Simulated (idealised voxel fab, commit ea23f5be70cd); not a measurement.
The following process module bears the name voxel tone inversion.
In the cross-section labelled cut, the width is 230 nm and each square cell is 5 nm.
In what follows, cross-sections appear as grids of square cells, described through bands that run from the top down, where every band is one or more rows of cells. Look at the band entry: it leads with the top's height and the bottom's height in nm. Then it lists the materials left to right, with a width in nm for each. The word "everywhere" on a single material says that material fills the band edge to edge. The word "empty" is empty space. Below 0: as-received wafer, all one material; heights counted from there. Lowest band: no bottom, goes on down, written "0 nm and below". Top row gets the first number, bottom row gets the second, and each row in between changes by the same step: that is how a band width like "30 to 40" works. "nothing was modified" after a step means that no cell of the cross-section changed. Empty spaces without an open route to the top, at least 8 cells in extent, make up the entry "Sealed-off cavities"; each is given as width x height at distance, where the distance is measured from the left edge, and all are in nm. Where a step's line continues beyond its settings, the continuation is a remark by the simulator itself on that step. Steps that use a mask can have "overlay nm" on their line. It says how far the mask sat to the right of where it was meant to be. Negative means to the left.

**The planned process steps are enumerated hereunder**
1) op RECEIVE | material Si
2) op CONFORMAL_DEP | material SiCN | thk nm 5
3) op DIRECTIONAL_DEP | material polySi | thk nm 25
4) op PATTERN | tone cover | mask id POSTS | material resist | width nm 25 | pitch nm 50 | thk nm 35 | overlay nm 0
5) op DIRECTIONAL_ETCH | etch materials polySi | depth nm 25
6) op STRIP | etch materials resist
7) op FILL_DEP | material lowk | thk nm 5
8) op CMP | height nm 30
9) op STRIP | etch materials polySi

**The first of two wafers, run as planned**

**Here's what the wafer looked like in cross-section when it arrived - that's after step 1**
    0 nm and below: Si everywhere
    Sealed-off cavities: none

**Wafer after step 2 (cross-section)**
    5 nm to 0 nm: SiCN everywhere
    Under the height 0 nothing was changed.

**Wafer after step 3 (cross-section)**
    30 nm to 5 nm: polySi everywhere
    Under the height 5 nothing was changed.

**Wafer after step 4 (cross-section)**
    65 nm to 30 nm: 50 of empty, then 25 of resist, then 25 of empty, then 25 of resist, then 25 of empty, then 25 of resist, then 55 of empty
    Under the height 30 nothing was changed.

**Wafer after step 5 (cross-section)**
    65 nm to 30 nm: 50 of empty, then 25 of resist, then 25 of empty, then 25 of resist, then 25 of empty, then 25 of resist, then 55 of empty
    30 nm to 5 nm: 50 of empty, then 25 of polySi, then 25 of empty, then 25 of polySi, then 25 of empty, then 25 of polySi, then 55 of empty
    Under the height 5 nothing was changed.

**Wafer after step 6 (cross-section)**
    30 nm to 5 nm: 50 of empty, then 25 of polySi, then 25 of empty, then 25 of polySi, then 25 of empty, then 25 of polySi, then 55 of empty
    Under the height 5 nothing was changed.

**Wafer after step 7 (cross-section)**
    35 nm to 30 nm: lowk everywhere
    30 nm to 5 nm: 50 of lowk, then 25 of polySi, then 25 of lowk, then 25 of polySi, then 25 of lowk, then 25 of polySi, then 55 of lowk
    Under the height 5 nothing was changed.

**Wafer after step 8 (cross-section)**
    30 nm to 5 nm: 50 of lowk, then 25 of polySi, then 25 of lowk, then 25 of polySi, then 25 of lowk, then 25 of polySi, then 55 of lowk
    Under the height 5 nothing was changed.

**Wafer after step 9 (cross-section)**
    30 nm to 5 nm: 50 of lowk, then 25 of empty, then 25 of lowk, then 25 of empty, then 25 of lowk, then 25 of empty, then 55 of lowk
    Under the height 5 nothing was changed.

**It is to be noted that the second wafer proceeded from the same initial state and according to the same plan as the first, although one mistake was committed in its execution; through step 1, inclusive, the two wafers share an identical history**

**Cross-section: second wafer, time at which step 2 was scheduled to end**
    25 nm to 0 nm: polySi everywhere
    Under the height 0 nothing was changed.

**Cross-section: second wafer, time at which step 3 was scheduled to end**
    30 nm to 25 nm: SiCN everywhere
    Under the height 25 nothing was changed.

**Cross-section: second wafer, time at which step 4 was scheduled to end**
    65 nm to 30 nm: 50 of empty, then 25 of resist, then 25 of empty, then 25 of resist, then 25 of empty, then 25 of resist, then 55 of empty
    Under the height 30 nothing was changed.

Cross-section: second wafer, time at which step 5 was scheduled to end: nothing was modified

**Cross-section: second wafer, time at which step 6 was scheduled to end**
    30 nm to 25 nm: SiCN everywhere
    Under the height 25 nothing was changed.

**Cross-section: second wafer, time at which step 7 was scheduled to end**
    35 nm to 30 nm: lowk everywhere
    Under the height 30 nothing was changed.

**Cross-section: second wafer, time at which step 8 was scheduled to end**
    30 nm to 25 nm: SiCN everywhere
    Under the height 25 nothing was changed.

Cross-section: second wafer, time at which step 9 was scheduled to end: nothing was modified
Error vs. plan: mixed up steps 2 and 3 - ran each in the other's place
FYI, end of process, the second wafer has more or fewer cells of some materials than the first: lowk: 155 fewer, polySi: 230 more
